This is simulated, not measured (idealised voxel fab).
Process module under the name voxel capacitor over wiring
Pictured: cross-section cut, 295 nm wide, on a grid of 5 nm square cells.
Square cells in a grid make up a cross-section in this document, and the grid is given as bands, listed from the top down, each one or more rows of cells.
Heights first: top, then bottom, in nm. Then materials, left to right, each with a width in nm. "edge to edge" on a single material: fills the band edge to edge. "air": empty space.
We count height from 0. Below that, the starting wafer is all one material. The lowest band never ends at the bottom but goes on down; see "0 and below" for how that is written.
Width spec "30->40" -> top row of cells at first value, bottom row at second value, equal per-row change in between.
The designation "nothing different", where it is given for a processing step, indicates that no cell of the cross-section was altered in the course of that step.
"Closed void listing" - sealed voids, min. 8 cells, no opening to top; format: width x height at distance (distance from left edge; nm throughout).
Read whatever lies past the settings on a step's line as the simulator's own remark about the step.
Each step line may optionally specify "overlay nm", which for a step with a mask gives the rightward distance between the mask's planned place and where it lay, a negative value indicating the leftward direction.

## Set out below are the planned steps of the process
| 1 | RECEIVE [material Si] |
| 2 | CONFORMAL_DEP [material SiO2] [thk nm 10] |
| 3 | CONFORMAL_DEP [material SiCN] [thk nm 5] |
| 4 | DIRECTIONAL_DEP [material SiO2] [thk nm 25] |
| 5 | PATTERN [tone open] [mask id METAL_1] [material resist] [width nm 30] [pitch nm 85] [thk nm 20] [overlay nm 0] |
| 6 | DIRECTIONAL_ETCH [etch materials SiO2] [depth nm 25] |
| 7 | DIRECTIONAL_ETCH [etch materials SiCN] [depth nm 5] |
| 8 | STRIP [etch materials resist] |
| 9 | CONFORMAL_DEP [material TiN] [thk nm 5] |
| 10 | FILL_DEP [material W] [thk nm 5] |
| 11 | CMP [height nm 40] |
| 12 | CONFORMAL_DEP [material SiCN] [thk nm 5] |
| 13 | DIRECTIONAL_DEP [material SiO2] [thk nm 10] |
| 14 | PATTERN [tone open] [mask id PLUG_1] [material resist] [width nm 15] [thk nm 15] [overlay nm 0] |
| 15 | DIRECTIONAL_ETCH [etch materials SiO2] [depth nm 10] |
| 16 | DIRECTIONAL_ETCH [etch materials SiCN] [depth nm 5] |
| 17 | STRIP [etch materials resist] |
| 18 | CONFORMAL_DEP [material TiN] [thk nm 5] |
| 19 | FILL_DEP [material W] [thk nm 5] |
| 20 | CMP [height nm 55] |
| 21 | DIRECTIONAL_DEP [material TiN] [thk nm 10] |
| 22 | DIRECTIONAL_DEP [material Al2O3] [thk nm 5] |
| 23 | DIRECTIONAL_DEP [material TiN] [thk nm 10] |
| 24 | MASKED_ETCH [tone cover] [mask id UPPER_PLATE] [width nm 60] [etch materials TiN] [depth nm 10] [overlay nm 0] |
| 25 | MASKED_ETCH [tone cover] [mask id UPPER_PLATE] [width nm 60] [etch materials Al2O3] [depth nm 5] [overlay nm 0] |
| 26 | MASKED_ETCH [tone cover] [mask id LOWER_PLATE] [width nm 70] [etch materials TiN] [depth nm 10] [overlay nm 0] |
| 27 | FILL_DEP [material SiO2] [thk nm 15] |
| 28 | CMP [height nm 90] |
| 29 | PATTERN [tone open] [mask id PLUG_2] [material resist] [width nm 15] [thk nm 15] [overlay nm 0] |
| 30 | DIRECTIONAL_ETCH [etch materials SiO2] [depth nm 10] |
| 31 | STRIP [etch materials resist] |
| 32 | CONFORMAL_DEP [material TiN] [thk nm 5] |
| 33 | FILL_DEP [material Cu] [thk nm 5] |
| 34 | CMP [height nm 90] |
| 35 | CONFORMAL_DEP [material SiN] [thk nm 5] |

## The first of two wafers, run as planned

## Delivered wafer in cross-section: state after step 1
	0 and below | Si edge to edge
	Closed void listing: none

## Step 2 done - wafer cross-section
	10 down to 0 | SiO2 edge to edge
	No changes below 0.

## Step 3 done - wafer cross-section
	15 down to 10 | SiCN edge to edge
	No changes below 10.

## Step 4 done - wafer cross-section
	40 down to 15 | SiO2 edge to edge
	No changes below 15.

## Step 5 done - wafer cross-section
	60 down to 40 | 90 nm resist  30 nm air  55 nm resist  30 nm air  90 nm resist
	No changes below 40.

## Step 6 done - wafer cross-section
	60 down to 40 | 90 nm resist  30 nm air  55 nm resist  30 nm air  90 nm resist
	40 down to 15 | 90 nm SiO2  30 nm air  55 nm SiO2  30 nm air  90 nm SiO2
	No changes below 15.

## Step 7 done - wafer cross-section
	60 down to 40 | 90 nm resist  30 nm air  55 nm resist  30 nm air  90 nm resist
	40 down to 15 | 90 nm SiO2  30 nm air  55 nm SiO2  30 nm air  90 nm SiO2
	15 down to 10 | 90 nm SiCN  30 nm air  55 nm SiCN  30 nm air  90 nm SiCN
	No changes below 10.

## Step 8 done - wafer cross-section
	40 down to 15 | 90 nm SiO2  30 nm air  55 nm SiO2  30 nm air  90 nm SiO2
	No changes below 15.

## Step 9 done - wafer cross-section
	45 down to 40 | 95 nm TiN  20 nm air  65 nm TiN  20 nm air  95 nm TiN
	40 down to 15 | 90 nm SiO2  5 nm TiN  20 nm air  5 nm TiN  55 nm SiO2  5 nm TiN  20 nm air  5 nm TiN  90 nm SiO2
	15 down to 10 | 90 nm SiCN  30 nm TiN  55 nm SiCN  30 nm TiN  90 nm SiCN
	No changes below 10.

## Step 10 done - wafer cross-section
	50 down to 45 | W edge to edge
	45 down to 40 | 95 nm TiN  20 nm W  65 nm TiN  20 nm W  95 nm TiN
	40 down to 15 | 90 nm SiO2  5 nm TiN  20 nm W  5 nm TiN  55 nm SiO2  5 nm TiN  20 nm W  5 nm TiN  90 nm SiO2
	No changes below 15.

## Step 11 done - wafer cross-section
	40 down to 15 | 90 nm SiO2  5 nm TiN  20 nm W  5 nm TiN  55 nm SiO2  5 nm TiN  20 nm W  5 nm TiN  90 nm SiO2
	No changes below 15.

## Step 12 done - wafer cross-section
	45 down to 40 | SiCN edge to edge
	No changes below 40.

## Step 13 done - wafer cross-section
	55 down to 45 | SiO2 edge to edge
	No changes below 45.

## Step 14 done - wafer cross-section
	70 down to 55 | 105 nm resist  15 nm air  175 nm resist
	No changes below 55.

## Step 15 done - wafer cross-section
	70 down to 55 | 105 nm resist  15 nm air  175 nm resist
	55 down to 45 | 105 nm SiO2  15 nm air  175 nm SiO2
	No changes below 45.

## Step 16 done - wafer cross-section
	70 down to 55 | 105 nm resist  15 nm air  175 nm resist
	55 down to 45 | 105 nm SiO2  15 nm air  175 nm SiO2
	45 down to 40 | 105 nm SiCN  15 nm air  175 nm SiCN
	No changes below 40.

## Step 17 done - wafer cross-section
	55 down to 45 | 105 nm SiO2  15 nm air  175 nm SiO2
	No changes below 45.

## Step 18 done - wafer cross-section
	60 down to 55 | 110 nm TiN  5 nm air  180 nm TiN
	55 down to 45 | 105 nm SiO2  5 nm TiN  5 nm air  5 nm TiN  175 nm SiO2
	45 down to 40 | 105 nm SiCN  15 nm TiN  175 nm SiCN
	No changes below 40.

## Step 19 done - wafer cross-section
	65 down to 60 | W edge to edge
	60 down to 55 | 110 nm TiN  5 nm W  180 nm TiN
	55 down to 45 | 105 nm SiO2  5 nm TiN  5 nm W  5 nm TiN  175 nm SiO2
	No changes below 45.

## Step 20 done - wafer cross-section
	55 down to 45 | 105 nm SiO2  5 nm TiN  5 nm W  5 nm TiN  175 nm SiO2
	No changes below 45.

## Step 21 done - wafer cross-section
	65 down to 55 | TiN edge to edge
	No changes below 55.

## Step 22 done - wafer cross-section
	70 down to 65 | Al2O3 edge to edge
	No changes below 65.

## Step 23 done - wafer cross-section
	80 down to 70 | TiN edge to edge
	No changes below 70.

## Step 24 done - wafer cross-section
	80 down to 70 | 105 nm air  60 nm TiN  130 nm air
	No changes below 70.

## Step 25 done - wafer cross-section
	80 down to 70 | 105 nm air  60 nm TiN  130 nm air
	70 down to 65 | 105 nm air  60 nm Al2O3  130 nm air
	No changes below 65.

## Step 26 done - wafer cross-section
	80 down to 70 | 105 nm air  60 nm TiN  130 nm air
	70 down to 65 | 105 nm air  60 nm Al2O3  130 nm air
	65 down to 55 | 100 nm air  70 nm TiN  125 nm air
	No changes below 55.

## Step 27 done - wafer cross-section
	95 down to 80 | SiO2 edge to edge
	80 down to 70 | 105 nm SiO2  60 nm TiN  130 nm SiO2
	70 down to 65 | 105 nm SiO2  60 nm Al2O3  130 nm SiO2
	65 down to 55 | 100 nm SiO2  70 nm TiN  125 nm SiO2
	No changes below 55.

## Step 28 done - wafer cross-section
	90 down to 80 | SiO2 edge to edge
	No changes below 80.

## Step 29 done - wafer cross-section
	105 down to 90 | 115 nm resist  15 nm air  165 nm resist
	No changes below 90.

## Step 30 done - wafer cross-section
	105 down to 90 | 115 nm resist  15 nm air  165 nm resist
	90 down to 80 | 115 nm SiO2  15 nm air  165 nm SiO2
	No changes below 80.

## Step 31 done - wafer cross-section
	90 down to 80 | 115 nm SiO2  15 nm air  165 nm SiO2
	No changes below 80.

## Step 32 done - wafer cross-section
	95 down to 90 | 120 nm TiN  5 nm air  170 nm TiN
	90 down to 85 | 115 nm SiO2  5 nm TiN  5 nm air  5 nm TiN  165 nm SiO2
	85 down to 80 | 115 nm SiO2  15 nm TiN  165 nm SiO2
	No changes below 80.

## Step 33 done - wafer cross-section
	100 down to 95 | Cu edge to edge
	95 down to 90 | 120 nm TiN  5 nm Cu  170 nm TiN
	90 down to 85 | 115 nm SiO2  5 nm TiN  5 nm Cu  5 nm TiN  165 nm SiO2
	No changes below 85.

## Step 34 done - wafer cross-section
	90 down to 85 | 115 nm SiO2  5 nm TiN  5 nm Cu  5 nm TiN  165 nm SiO2
	No changes below 85.

## Step 35 done - wafer cross-section
	95 down to 90 | SiN edge to edge
	No changes below 90.

## Notes, second wafer: start = first wafer's, plan = first wafer's, execution had one mistake; history identical to first through step 2

The second wafer in cross-section, at the planned close of step 3: nothing different

## The second wafer in cross-section, at the planned close of step 4
	35 down to 0 | SiO2 edge to edge
	No changes below 0.

## The second wafer in cross-section, at the planned close of step 5
	55 down to 35 | 90 nm resist  30 nm air  55 nm resist  30 nm air  90 nm resist
	No changes below 35.

## The second wafer in cross-section, at the planned close of step 6
	55 down to 35 | 90 nm resist  30 nm air  55 nm resist  30 nm air  90 nm resist
	35 down to 10 | 90 nm SiO2  30 nm air  55 nm SiO2  30 nm air  90 nm SiO2
	No changes below 10.

The second wafer in cross-section, at the planned close of step 7: nothing different

## The second wafer in cross-section, at the planned close of step 8
	35 down to 10 | 90 nm SiO2  30 nm air  55 nm SiO2  30 nm air  90 nm SiO2
	No changes below 10.

## The second wafer in cross-section, at the planned close of step 9
	40 down to 35 | 95 nm TiN  20 nm air  65 nm TiN  20 nm air  95 nm TiN
	35 down to 15 | 90 nm SiO2  5 nm TiN  20 nm air  5 nm TiN  55 nm SiO2  5 nm TiN  20 nm air  5 nm TiN  90 nm SiO2
	15 down to 10 | 90 nm SiO2  30 nm TiN  55 nm SiO2  30 nm TiN  90 nm SiO2
	No changes below 10.

## The second wafer in cross-section, at the planned close of step 10
	45 down to 40 | W edge to edge
	40 down to 35 | 95 nm TiN  20 nm W  65 nm TiN  20 nm W  95 nm TiN
	35 down to 15 | 90 nm SiO2  5 nm TiN  20 nm W  5 nm TiN  55 nm SiO2  5 nm TiN  20 nm W  5 nm TiN  90 nm SiO2
	No changes below 15.

## The second wafer in cross-section, at the planned close of step 11
	40 down to 35 | 95 nm TiN  20 nm W  65 nm TiN  20 nm W  95 nm TiN
	No changes below 35.

## The second wafer in cross-section, at the planned close of step 12
	45 down to 40 | SiCN edge to edge
	No changes below 40.

## The second wafer in cross-section, at the planned close of step 13
	55 down to 45 | SiO2 edge to edge
	No changes below 45.

## The second wafer in cross-section, at the planned close of step 14
	70 down to 55 | 105 nm resist  15 nm air  175 nm resist
	No changes below 55.

## The second wafer in cross-section, at the planned close of step 15
	70 down to 55 | 105 nm resist  15 nm air  175 nm resist
	55 down to 45 | 105 nm SiO2  15 nm air  175 nm SiO2
	No changes below 45.

## The second wafer in cross-section, at the planned close of step 16
	70 down to 55 | 105 nm resist  15 nm air  175 nm resist
	55 down to 45 | 105 nm SiO2  15 nm air  175 nm SiO2
	45 down to 40 | 105 nm SiCN  15 nm air  175 nm SiCN
	No changes below 40.

## The second wafer in cross-section, at the planned close of step 17
	55 down to 45 | 105 nm SiO2  15 nm air  175 nm SiO2
	No changes below 45.

## The second wafer in cross-section, at the planned close of step 18
	60 down to 55 | 110 nm TiN  5 nm air  180 nm TiN
	55 down to 45 | 105 nm SiO2  5 nm TiN  5 nm air  5 nm TiN  175 nm SiO2
	45 down to 40 | 105 nm SiCN  15 nm TiN  175 nm SiCN
	No changes below 40.

## The second wafer in cross-section, at the planned close of step 19
	65 down to 60 | W edge to edge
	60 down to 55 | 110 nm TiN  5 nm W  180 nm TiN
	55 down to 45 | 105 nm SiO2  5 nm TiN  5 nm W  5 nm TiN  175 nm SiO2
	No changes below 45.

## The second wafer in cross-section, at the planned close of step 20
	55 down to 45 | 105 nm SiO2  5 nm TiN  5 nm W  5 nm TiN  175 nm SiO2
	No changes below 45.

## The second wafer in cross-section, at the planned close of step 21
	65 down to 55 | TiN edge to edge
	No changes below 55.

## The second wafer in cross-section, at the planned close of step 22
	70 down to 65 | Al2O3 edge to edge
	No changes below 65.

## The second wafer in cross-section, at the planned close of step 23
	80 down to 70 | TiN edge to edge
	No changes below 70.

## The second wafer in cross-section, at the planned close of step 24
	80 down to 70 | 105 nm air  60 nm TiN  130 nm air
	No changes below 70.

## The second wafer in cross-section, at the planned close of step 25
	80 down to 70 | 105 nm air  60 nm TiN  130 nm air
	70 down to 65 | 105 nm air  60 nm Al2O3  130 nm air
	No changes below 65.

## The second wafer in cross-section, at the planned close of step 26
	80 down to 70 | 105 nm air  60 nm TiN  130 nm air
	70 down to 65 | 105 nm air  60 nm Al2O3  130 nm air
	65 down to 55 | 100 nm air  70 nm TiN  125 nm air
	No changes below 55.

## The second wafer in cross-section, at the planned close of step 27
	95 down to 80 | SiO2 edge to edge
	80 down to 70 | 105 nm SiO2  60 nm TiN  130 nm SiO2
	70 down to 65 | 105 nm SiO2  60 nm Al2O3  130 nm SiO2
	65 down to 55 | 100 nm SiO2  70 nm TiN  125 nm SiO2
	No changes below 55.

## The second wafer in cross-section, at the planned close of step 28
	90 down to 80 | SiO2 edge to edge
	No changes below 80.

## The second wafer in cross-section, at the planned close of step 29
	105 down to 90 | 115 nm resist  15 nm air  165 nm resist
	No changes below 90.

## The second wafer in cross-section, at the planned close of step 30
	105 down to 90 | 115 nm resist  15 nm air  165 nm resist
	90 down to 80 | 115 nm SiO2  15 nm air  165 nm SiO2
	No changes below 80.

## The second wafer in cross-section, at the planned close of step 31
	90 down to 80 | 115 nm SiO2  15 nm air  165 nm SiO2
	No changes below 80.

## The second wafer in cross-section, at the planned close of step 32
	95 down to 90 | 120 nm TiN  5 nm air  170 nm TiN
	90 down to 85 | 115 nm SiO2  5 nm TiN  5 nm air  5 nm TiN  165 nm SiO2
	85 down to 80 | 115 nm SiO2  15 nm TiN  165 nm SiO2
	No changes below 80.

## The second wafer in cross-section, at the planned close of step 33
	100 down to 95 | Cu edge to edge
	95 down to 90 | 120 nm TiN  5 nm Cu  170 nm TiN
	90 down to 85 | 115 nm SiO2  5 nm TiN  5 nm Cu  5 nm TiN  165 nm SiO2
	No changes below 85.

## The second wafer in cross-section, at the planned close of step 34
	90 down to 85 | 115 nm SiO2  5 nm TiN  5 nm Cu  5 nm TiN  165 nm SiO2
	No changes below 85.

## The second wafer in cross-section, at the planned close of step 35
	95 down to 90 | SiN edge to edge
	No changes below 90.
What was the processing mistake? not run: step 3 of the plan (skipped)
The second wafer ends with more or fewer cells of some materials than the first, per final count: 47 fewer of SiCN, 47 more of TiN
